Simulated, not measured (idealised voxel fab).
The process module presented herein is designated voxel local oxidation.
Square cells of 5 nm make up the cross-section cut, whose width is 230 nm.
A cross-section is a grid of square cells, given in bands from the top down. A band is one or more rows of cells.
Per band: top height and bottom height in nm, followed by the left-to-right materials and their widths in nm; "everywhere" marks a single material spanning edge to edge, "blank" marks empty space.
Counting heights begins at 0, where everything beneath is, in the wafer as received, one material. The lowest band has no bottom; it goes on downwards, as "0..down" shows.
Note: "30 to 40" means the width goes from the first number (top row of the band) to the second number (bottom row) in equal steps per row of cells.
Key: "remained the same" - step with no changed cell in the cross-section.
Under "Fully sealed voids" you'll find the enclosed gaps, the ones with no way out to the top, that are 8 cells or bigger; each reads width x height at distance, with distance counted from the left edge, everything in nm.
Read whatever lies past the settings on a step's line as the simulator's own remark about the step.
What "overlay nm" on a step's line means: if the step has a mask, that mask lay this far to the right of its planned place, or, when the value is negative, to the left.
[Process steps (planned)]
step 1: RECEIVE | material Si
step 2: CONFORMAL_DEP | material SiO2 | thk nm 5
step 3: CONFORMAL_DEP | material SiN | thk nm 15
step 4: PATTERN | tone cover | mask id ACTIVE | material resist | width nm 90 | thk nm 15 | overlay nm 0
step 5: DIRECTIONAL_ETCH | etch materials SiN | depth nm 15
step 6: STRIP | etch materials resist
step 7: SELECTIVE_ETCH | etch materials SiO2 | depth nm 5
step 8: OXIDIZE | depth nm 10
step 9: STRIP | etch materials SiN
[As-received state of the wafer in cross-section, equivalent to post-step 1]
> 0..down | Si everywhere
> Fully sealed voids: none
[Wafer cross-section at end of module: start and plan as shown above, one execution error]
> 5..0 | 70 of blank / 90 of SiO2 / 70 of blank
> 0..-10 | 80 of SiO2 / 70 of Si / 80 of SiO2
> -10..down | Si everywhere
> Fully sealed voids: none
Which mistake was made when the wafer was run? step 4 off recipe, ran as PATTERN | tone cover | mask id ACTIVE | material resist | width nm 100 | thk nm 15 | overlay nm 0
